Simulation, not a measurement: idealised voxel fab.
process module | voxel air gaps
cross-section cut | 210 nm wide | cells 5 nm
A cross-section is a grid of square cells, given in bands from the top down. A band is one or more rows of cells.
Each band's line starts with the height of the band's top and of its bottom, in nm. Then come its materials from left to right, each with its width in nm. One material with "throughout" fills the band from edge to edge. "air" is empty space.
Height 0 is the level under which the wafer as received is all one material. The lowest band goes on downwards, as in "0 down".
A width such as "30 to 40" changes by the same amount from each row of cells to the next, from the band's top row to its bottom row.
"no change" after a step means that no cell of the cross-section changed.
closed voids: empty space of 8 cells or more with no open way to the top, each as width x height at its distance from the left edge, in nm
after a step's settings: what the simulator itself notes on the step
overlay nm, on a step with a mask: how far to the right of its planned place the mask lay; to the left if negative
plan
1 op RECEIVE | material Si
2 op CONFORMAL_DEP | material SiO2 | thk nm 10
3 op CONFORMAL_DEP | material SiCN | thk nm 5
4 op DIRECTIONAL_DEP | material lowk | thk nm 35
5 op MASKED_ETCH | tone open | mask id LINES | width nm 20 | pitch nm 50 | etch materials lowk | depth nm 35 | overlay nm 0
6 op CONFORMAL_DEP | material TiN | thk nm 5
7 op FILL_DEP | material W | thk nm 5
8 op CMP | height nm 50
9 op EPI | material Ru | thk nm 10
10 op SELECTIVE_ETCH | etch materials lowk | depth nm 45
11 op CONFORMAL_DEP | material SiCN | thk nm 5
first wafer, as planned
as received, after step 1
  0 down: Si throughout
  closed voids: none
after step 2
  10 to 0: SiO2 throughout
  below 0: unchanged
after step 3
  15 to 10: SiCN throughout
  below 10: unchanged
after step 4
  50 to 15: lowk throughout
  below 15: unchanged
after step 5
  50 to 15: lowk 20 | air 20 | lowk 30 | air 20 | lowk 30 | air 20 | lowk 30 | air 20 | lowk 20
  below 15: unchanged
after step 6
  55 to 50: TiN 25 | air 10 | TiN 40 | air 10 | TiN 40 | air 10 | TiN 40 | air 10 | TiN 25
  50 to 20: lowk 20 | TiN 5 | air 10 | TiN 5 | lowk 30 | TiN 5 | air 10 | TiN 5 | lowk 30 | TiN 5 | air 10 | TiN 5 | lowk 30 | TiN 5 | air 10 | TiN 5 | lowk 20
  20 to 15: lowk 20 | TiN 20 | lowk 30 | TiN 20 | lowk 30 | TiN 20 | lowk 30 | TiN 20 | lowk 20
  below 15: unchanged
after step 7
  60 to 55: W throughout
  55 to 50: TiN 25 | W 10 | TiN 40 | W 10 | TiN 40 | W 10 | TiN 40 | W 10 | TiN 25
  50 to 20: lowk 20 | TiN 5 | W 10 | TiN 5 | lowk 30 | TiN 5 | W 10 | TiN 5 | lowk 30 | TiN 5 | W 10 | TiN 5 | lowk 30 | TiN 5 | W 10 | TiN 5 | lowk 20
  below 20: unchanged
after step 8
  50 to 20: lowk 20 | TiN 5 | W 10 | TiN 5 | lowk 30 | TiN 5 | W 10 | TiN 5 | lowk 30 | TiN 5 | W 10 | TiN 5 | lowk 30 | TiN 5 | W 10 | TiN 5 | lowk 20
  below 20: unchanged
after step 9
  60 to 50: air 10 | Ru 40 | air 10 | Ru 40 | air 10 | Ru 40 | air 10 | Ru 40 | air 10
  below 50: unchanged
after step 10
  60 to 50: air 10 | Ru 40 | air 10 | Ru 40 | air 10 | Ru 40 | air 10 | Ru 40 | air 10
  50 to 20: air 20 | TiN 5 | W 10 | TiN 5 | air 30 | TiN 5 | W 10 | TiN 5 | air 30 | TiN 5 | W 10 | TiN 5 | air 30 | TiN 5 | W 10 | TiN 5 | air 20
  20 to 15: air 20 | TiN 20 | air 30 | TiN 20 | air 30 | TiN 20 | air 30 | TiN 20 | air 20
  below 15: unchanged
after step 11
  65 to 60: air 5 | SiCN 200 | air 5
  60 to 50: air 5 | SiCN 5 | Ru 40 | SiCN 10 | Ru 40 | SiCN 10 | Ru 40 | SiCN 10 | Ru 40 | SiCN 5 | air 5
  50 to 45: air 5 | SiCN 15 | TiN 5 | W 10 | TiN 5 | SiCN 30 | TiN 5 | W 10 | TiN 5 | SiCN 30 | TiN 5 | W 10 | TiN 5 | SiCN 30 | TiN 5 | W 10 | TiN 5 | SiCN 15 | air 5
  45 to 20: air 15 | SiCN 5 | TiN 5 | W 10 | TiN 5 | SiCN 5 | air 20 | SiCN 5 | TiN 5 | W 10 | TiN 5 | SiCN 5 | air 20 | SiCN 5 | TiN 5 | W 10 | TiN 5 | SiCN 5 | air 20 | SiCN 5 | TiN 5 | W 10 | TiN 5 | SiCN 5 | air 15
  20 to 15: SiCN 20 | TiN 20 | SiCN 30 | TiN 20 | SiCN 30 | TiN 20 | SiCN 30 | TiN 20 | SiCN 20
  below 15: unchanged
  closed voids: 20 x 25 at 45; 20 x 25 at 95; 20 x 25 at 145
second wafer: like start, like plan, one mistake. Through step 3 it matches the first wafer
when step 4 should have ended
  45 to 15: lowk throughout
  below 15: unchanged
when step 5 should have ended
  45 to 15: lowk 20 | air 20 | lowk 30 | air 20 | lowk 30 | air 20 | lowk 30 | air 20 | lowk 20
  below 15: unchanged
when step 6 should have ended
  50 to 45: TiN 25 | air 10 | TiN 40 | air 10 | TiN 40 | air 10 | TiN 40 | air 10 | TiN 25
  45 to 20: lowk 20 | TiN 5 | air 10 | TiN 5 | lowk 30 | TiN 5 | air 10 | TiN 5 | lowk 30 | TiN 5 | air 10 | TiN 5 | lowk 30 | TiN 5 | air 10 | TiN 5 | lowk 20
  20 to 15: lowk 20 | TiN 20 | lowk 30 | TiN 20 | lowk 30 | TiN 20 | lowk 30 | TiN 20 | lowk 20
  below 15: unchanged
when step 7 should have ended
  55 to 50: W throughout
  50 to 45: TiN 25 | W 10 | TiN 40 | W 10 | TiN 40 | W 10 | TiN 40 | W 10 | TiN 25
  45 to 20: lowk 20 | TiN 5 | W 10 | TiN 5 | lowk 30 | TiN 5 | W 10 | TiN 5 | lowk 30 | TiN 5 | W 10 | TiN 5 | lowk 30 | TiN 5 | W 10 | TiN 5 | lowk 20
  below 20: unchanged
when step 8 should have ended
  50 to 45: TiN 25 | W 10 | TiN 40 | W 10 | TiN 40 | W 10 | TiN 40 | W 10 | TiN 25
  below 45: unchanged
when step 9 should have ended
  60 to 50: Ru throughout
  below 50: unchanged
when step 10 should have ended: no change
when step 11 should have ended
  65 to 60: SiCN throughout
  below 60: unchanged
what went wrong: step 4 ran as: op DIRECTIONAL_DEP | material lowk | thk nm 30
at the end the second wafer has, in cells: 20 more of Ru | 104 fewer of SiCN | 26 more of TiN | 156 more of lowk
closed voids at the end (first wafer, second wafer): 3, 0
